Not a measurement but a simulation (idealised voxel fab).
process module | voxel transistor to metal
cross-section cut | 150 nm wide | cells 5 nm
A cross-section is a grid of square cells, given in bands from the top down. A band is one or more rows of cells.
Each band's line starts with the height of the band's top and of its bottom, in nm. Then come its materials from left to right, each with its width in nm. One material with "throughout" fills the band from edge to edge. "air" is empty space.
Height 0 is the level under which the wafer as received is all one material. The lowest band goes on downwards, as in "0 down".
A width such as "30 to 40" changes by the same amount from each row of cells to the next, from the band's top row to its bottom row.
"no change" after a step means that no cell of the cross-section changed.
closed voids: empty space of 8 cells or more with no open way to the top, each as width x height at its distance from the left edge, in nm
after a step's settings: what the simulator itself notes on the step
overlay nm, on a step with a mask: how far to the right of its planned place the mask lay; to the left if negative
plan
1 op RECEIVE | material Si
2 op CONFORMAL_DEP | material SiO2 | thk nm 5
3 op CONFORMAL_DEP | material SiN | thk nm 15
4 op DIRECTIONAL_DEP | material aC | thk nm 15
5 op PATTERN | tone cover | mask id ACTIVE | material resist | width nm 90 | thk nm 35 | overlay nm 0
6 op DIRECTIONAL_ETCH | etch materials aC | depth nm 15
7 op STRIP | etch materials resist
8 op DIRECTIONAL_ETCH | etch materials SiN | depth nm 15
9 op DIRECTIONAL_ETCH | etch materials SiO2 | depth nm 5
10 op DIRECTIONAL_ETCH | etch materials Si | depth nm 25
11 op STRIP | etch materials aC
12 op OXIDIZE | depth nm 5
13 op FILL_DEP | material SiO2 | thk nm 10
14 op CMP | height nm 20
15 op SELECTIVE_ETCH | etch materials SiO2 | depth nm 10
16 op STRIP | etch materials SiN
17 op SELECTIVE_ETCH | etch materials SiO2 | depth nm 5
18 op OXIDIZE | depth nm 5
19 op DIRECTIONAL_DEP | material polySi | thk nm 20
20 op DIRECTIONAL_DEP | material SiCN | thk nm 15
21 op PATTERN | tone cover | mask id GATE | material resist | width nm 20 | thk nm 15 | overlay nm 0
22 op DIRECTIONAL_ETCH | etch materials SiCN | depth nm 25
23 op DIRECTIONAL_ETCH | etch materials polySi | depth nm 30
24 op STRIP | etch materials resist
25 op CONFORMAL_DEP | material SiN | thk nm 10
26 op DIRECTIONAL_ETCH | etch materials SiN | depth nm 10
27 op DIRECTIONAL_ETCH | etch materials SiO2 | depth nm 5
28 op DIRECTIONAL_ETCH | etch materials Si | depth nm 15
29 op EPI | material nSi | thk nm 15
30 op FILL_DEP | material SiO2 | thk nm 5
31 op CMP | height nm 35
32 op DIRECTIONAL_DEP | material SiO2 | thk nm 15
33 op MASKED_ETCH | tone open | mask id CONTACT | width nm 30 | pitch nm 60 | etch materials SiO2 | depth nm 55 | overlay nm 0
34 op CONFORMAL_DEP | material TiN | thk nm 5
35 op FILL_DEP | material W | thk nm 10
36 op CMP | height nm 50
37 op CONFORMAL_DEP | material SiN | thk nm 5
38 op DIRECTIONAL_DEP | material SiO2 | thk nm 15
39 op MASKED_ETCH | tone open | mask id METAL_1 | width nm 15 | pitch nm 75 | etch materials SiO2 | depth nm 15 | overlay nm 0
40 op MASKED_ETCH | tone open | mask id METAL_1 | width nm 15 | pitch nm 75 | etch materials SiN | depth nm 5 | overlay nm 0
41 op CONFORMAL_DEP | material TiN | thk nm 5
42 op FILL_DEP | material Cu | thk nm 10
43 op CMP | height nm 70
44 op CONFORMAL_DEP | material SiCN | thk nm 5
45 op DIRECTIONAL_DEP | material SiO2 | thk nm 35
46 op PATTERN | tone open | mask id METAL_2 | material resist | width nm 15 | pitch nm 75 | thk nm 20 | overlay nm 0
47 op DIRECTIONAL_ETCH | etch materials SiO2 | depth nm 20
48 op STRIP | etch materials resist
49 op DIRECTIONAL_DEP | material aC | thk nm 15
50 op PATTERN | tone open | mask id METAL_2_HOLES | material resist | width nm 15 | pitch nm 75 | thk nm 30 | overlay nm 0
51 op DIRECTIONAL_ETCH | etch materials aC | depth nm 15
52 op STRIP | etch materials resist
53 op DIRECTIONAL_ETCH | etch materials SiO2 | depth nm 15
54 op DIRECTIONAL_ETCH | etch materials SiCN | depth nm 5
55 op STRIP | etch materials aC
56 op CONFORMAL_DEP | material TiN | thk nm 5
57 op FILL_DEP | material Cu | thk nm 5
58 op CMP | height nm 110
59 op CONFORMAL_DEP | material SiN | thk nm 5
varied across the wafers: width nm of step 5. The plan shows the first wafer's value. All wafers start alike
first wafer as received, after step 1
  0 down: Si throughout
  closed voids: none
each wafer at the end: cells of each material gained (+) or lost (-) since it was received, then its closed voids
width nm 90 | +20 Cu | -124 Si | +36 SiCN | +86 SiN | +468 SiO2 | +100 TiN | +46 W | +42 nSi | +16 polySi | closed voids: none
width nm 95 | +20 Cu | -122 Si | +36 SiCN | +86 SiN | +461 SiO2 | +102 TiN | +46 W | +45 nSi | +16 polySi | closed voids: none
width nm 100 | +20 Cu | -120 Si | +36 SiCN | +86 SiN | +454 SiO2 | +104 TiN | +46 W | +48 nSi | +16 polySi | closed voids: none
width nm 105 | +20 Cu | -118 Si | +36 SiCN | +86 SiN | +449 SiO2 | +104 TiN | +46 W | +51 nSi | +16 polySi | closed voids: none
width nm 110 | +20 Cu | -116 Si | +36 SiCN | +86 SiN | +444 SiO2 | +104 TiN | +46 W | +54 nSi | +16 polySi | closed voids: none
width nm 115 | +20 Cu | -114 Si | +36 SiCN | +86 SiN | +439 SiO2 | +104 TiN | +46 W | +57 nSi | +16 polySi | closed voids: none
